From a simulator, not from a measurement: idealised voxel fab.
The document below concerns the process module designated voxel spacer lines.
For reference, the cross-section in this document is cut, with width 180 nm and square cells of 5 nm.
Cross-section layout: square cells on a grid; listed as bands, top to bottom; a band spans one or more cell rows.
Top height, bottom height, nm. Materials left to right, width each, nm. Single material + "edge to edge" = fills band edge to edge. "air" = empty.
Zero point of the height axis is 0; under it, received wafer = one material. Lowest band: continues down indefinitely, "top 0, no bottom".
Quick explanation for "30->40": the width changes in equal steps down the rows of cells, from the first number in the band's top row to the second number in its bottom row.
No cell of the cross-section changed in a step that is given as "left unchanged".
"Enclosed voids" contains a list of empty spaces, each no smaller than 8 cells and without an open way to the top, written in the form width x height at distance with the distance from the left edge and all three in nm.
after a step's settings: what the simulator itself notes on the step
"overlay nm" on a masked step: distance the mask lay right of its planned place, negative for left.

## plan
1) RECEIVE,material Si
2) CONFORMAL_DEP,material Al2O3,thk nm 5
3) DIRECTIONAL_DEP,material W,thk nm 10
4) DIRECTIONAL_DEP,material aC,thk nm 30
5) PATTERN,tone cover,mask id MANDREL,material resist,width nm 15,pitch nm 50,thk nm 35,overlay nm 0
6) DIRECTIONAL_ETCH,etch materials aC,depth nm 30
7) STRIP,etch materials resist
8) CONFORMAL_DEP,material SiO2,thk nm 10
9) DIRECTIONAL_ETCH,etch materials SiO2,depth nm 10
10) STRIP,etch materials aC
11) DIRECTIONAL_ETCH,etch materials W,depth nm 5
12) STRIP,etch materials SiO2
13) FILL_DEP,material lowk,thk nm 10
14) CMP,height nm 15
Variable across wafers: step 11 depth nm (plan value is that of the first wafer; starting state common to all).

## After step 1, as received: first of several wafers, cross-section
    top 0, no bottom: Si edge to edge
    Enclosed voids: none

## The rows of the table below are wafers. Looking at the end of the module, a row counts, for every material, the cells the wafer has gained, shown as (+), or lost, shown as (-), since it was received; its closed voids come next
depth nm 5; +36 Al2O3; +48 W; +24 lowk; Enclosed voids: none
depth nm 10; +36 Al2O3; +24 W; +48 lowk; Enclosed voids: none
depth nm 15; +36 Al2O3; +24 W; +48 lowk; Enclosed voids: none
depth nm 20; +36 Al2O3; +24 W; +48 lowk; Enclosed voids: none
depth nm 25; +36 Al2O3; +24 W; +48 lowk; Enclosed voids: none
